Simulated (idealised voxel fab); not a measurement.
The process module presented herein is designated voxel capacitor over wiring.
Pictured: cross-section cut, 260 nm wide, on a grid of 5 nm square cells.
If you're reading a cross-section in this doc, picture square cells in a grid; it comes to you as bands, top ones listed first down to the bottom, and a band can be one or more rows of cells.
First you get the band's top height and its bottom height, in nm, and then the materials it's made of, left to right, with each width in nm. If you see a single material with "edge to edge", that one covers the band edge to edge. "blank" is empty space.
For the purposes of this specification, 0 denotes the height below which the wafer in its as-received condition is composed wholly of one material, and the lowermost band, lacking a lower limit, extends downward without end, as expressed in "from 0 down".
When a width is written as two numbers, as in "30 to 40", the first number is the width in the top row of cells of the band and the second is the width in its bottom row, and the width changes by the same amount from each row to the next.
You'll sometimes find "nothing changed" written for a step, and that's the way of saying that nowhere in the cross-section did a cell change during that step.
"Unvented voids": sealed empty spaces, 8 cells or more, no open way to top, listed width x height at distance, with distance from the left edge and width, height and distance in nm.
Step line, after settings: the simulator's comment on this step.
The optional step-line setting "overlay nm" applies to steps with a mask and quantifies how far to the right of its planned location the mask lay, a negative value indicating leftward placement.

## Process steps foreseen in the plan
1: RECEIVE,material Si
2: CONFORMAL_DEP,material SiO2,thk nm 15
3: CONFORMAL_DEP,material SiCN,thk nm 5
4: DIRECTIONAL_DEP,material SiO2,thk nm 15
5: MASKED_ETCH,tone open,mask id METAL_1,width nm 30,pitch nm 100,etch materials SiO2,depth nm 15,overlay nm 0
6: MASKED_ETCH,tone open,mask id METAL_1,width nm 30,pitch nm 100,etch materials SiCN,depth nm 5,overlay nm 0
7: CONFORMAL_DEP,material TiN,thk nm 5
8: FILL_DEP,material Cu,thk nm 5
9: CMP,height nm 35
10: EPI,material Ru,thk nm 5
11: FILL_DEP,material SiCN,thk nm 5
12: DIRECTIONAL_DEP,material SiO2,thk nm 15
13: MASKED_ETCH,tone open,mask id PLUG_1,width nm 15,etch materials SiO2,depth nm 15,overlay nm 0
14: MASKED_ETCH,tone open,mask id PLUG_1,width nm 15,etch materials SiCN,depth nm 5,overlay nm 0
15: EPI,material Ru,thk nm 10
16: EPI,material Ru,thk nm 10
17: DIRECTIONAL_DEP,material TiN,thk nm 5
18: DIRECTIONAL_DEP,material Al2O3,thk nm 5
19: DIRECTIONAL_DEP,material TiN,thk nm 10
20: MASKED_ETCH,tone cover,mask id UPPER_PLATE,width nm 75,etch materials TiN,depth nm 10,overlay nm 0
21: MASKED_ETCH,tone cover,mask id UPPER_PLATE,width nm 75,etch materials Al2O3,depth nm 5,overlay nm 0
22: PATTERN,tone cover,mask id LOWER_PLATE,material resist,width nm 85,thk nm 15,overlay nm 0
23: DIRECTIONAL_ETCH,etch materials TiN,depth nm 5
24: STRIP,etch materials resist
25: FILL_DEP,material SiO2,thk nm 20
26: CMP,height nm 95
27: PATTERN,tone open,mask id PLUG_2,material resist,width nm 15,thk nm 15,overlay nm 0
28: DIRECTIONAL_ETCH,etch materials SiO2,depth nm 15
29: STRIP,etch materials resist
30: CONFORMAL_DEP,material TiN,thk nm 5
31: FILL_DEP,material Ru,thk nm 10
32: CMP,height nm 95
33: CONFORMAL_DEP,material SiN,thk nm 5

## as received, after step 1
  from 0 down | Si edge to edge
  Unvented voids: none

## First of two wafers at the end of the module, shown in cross-section; run carried out as planned
  from 100 to 95 | SiN edge to edge
  from 95 to 85 | SiO2 90 / TiN 5 / Ru 5 / TiN 5 / SiO2 155
  from 85 to 80 | SiO2 90 / TiN 15 / SiO2 155
  from 80 to 70 | SiO2 80 / TiN 75 / SiO2 105
  from 70 to 65 | SiO2 80 / Al2O3 75 / SiO2 105
  from 65 to 60 | SiO2 75 / TiN 85 / SiO2 100
  from 60 to 45 | SiO2 80 / Ru 15 / SiO2 165
  from 45 to 40 | SiCN 80 / Ru 15 / SiCN 165
  from 40 to 35 | SiCN 60 / Ru 40 / SiCN 60 / Ru 40 / SiCN 60
  from 35 to 20 | SiO2 65 / TiN 5 / Cu 20 / TiN 5 / SiO2 70 / TiN 5 / Cu 20 / TiN 5 / SiO2 65
  from 20 to 15 | SiCN 65 / TiN 30 / SiCN 70 / TiN 30 / SiCN 65
  from 15 to 0 | SiO2 edge to edge
  from 0 down | Si edge to edge
  Unvented voids: none

## Presented here is a cross-section of the second of the two wafers as it stood at the end of the module. It was started in the same manner and assigned the same plan as the first wafer; however, one mistake was made in its execution
  from 100 to 95 | SiN edge to edge
  from 95 to 85 | Ru 85 / TiN 5 / SiO2 15 / TiN 5 / Ru 150
  from 85 to 80 | TiN 90 / SiO2 15 / TiN 155
  from 80 to 70 | SiO2 80 / TiN 75 / SiO2 105
  from 70 to 65 | SiO2 80 / Al2O3 75 / SiO2 105
  from 65 to 60 | SiO2 75 / TiN 85 / SiO2 100
  from 60 to 45 | SiO2 80 / Ru 15 / SiO2 165
  from 45 to 40 | SiCN 80 / Ru 15 / SiCN 165
  from 40 to 35 | SiCN 60 / Ru 40 / SiCN 60 / Ru 40 / SiCN 60
  from 35 to 20 | SiO2 65 / TiN 5 / Cu 20 / TiN 5 / SiO2 70 / TiN 5 / Cu 20 / TiN 5 / SiO2 65
  from 20 to 15 | SiCN 65 / TiN 30 / SiCN 70 / TiN 30 / SiCN 65
  from 15 to 0 | SiO2 edge to edge
  from 0 down | Si edge to edge
  Unvented voids: none
What went wrong in running the wafer? off-plan run, step 27, actual operation and settings PATTERN,tone cover,mask id PLUG_2,material resist,width nm 15,thk nm 15,overlay nm 0
The final cell counts differ between the wafers, with the second having more or fewer of some materials than the first: Ru: 92 more; SiO2: 138 fewer; TiN: 46 more
